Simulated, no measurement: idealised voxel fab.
process module | voxel lift off
cross-section cut | 205 nm wide | cells 5 nm
A cross-section is a grid of square cells, given in bands from the top down. A band is one or more rows of cells.
Each band's line starts with the height of the band's top and of its bottom, in nm. Then come its materials from left to right, each with its width in nm. One material with "throughout" fills the band from edge to edge. "air" is empty space.
Height 0 is the level under which the wafer as received is all one material. The lowest band goes on downwards, as in "0 down".
A width such as "30 to 40" changes by the same amount from each row of cells to the next, from the band's top row to its bottom row.
"no change" after a step means that no cell of the cross-section changed.
closed voids: empty space of 8 cells or more with no open way to the top, each as width x height at its distance from the left edge, in nm
after a step's settings: what the simulator itself notes on the step
overlay nm, on a step with a mask: how far to the right of its planned place the mask lay; to the left if negative
plan
1 op RECEIVE | material Si
2 op CONFORMAL_DEP | material SiN | thk nm 15
3 op PATTERN | tone open | mask id LINES | material resist | width nm 15 | pitch nm 40 | thk nm 25 | overlay nm 0
4 op DIRECTIONAL_DEP | material Ru | thk nm 15
5 op STRIP | etch materials resist
6 op CONFORMAL_DEP | material SiN | thk nm 10
as received, after step 1
  0 down: Si throughout
  closed voids: none
a wafer at the end: this start, this plan, one mistake
  40 to 25: air 45 | Ru 35 | air 5 | Ru 35 | air 5 | Ru 35 | air 45
  25 to 15: Ru throughout
  15 to 0: SiN throughout
  0 down: Si throughout
  closed voids: none
what went wrong: step 6 ran as: op CONFORMAL_DEP | material Ru | thk nm 10
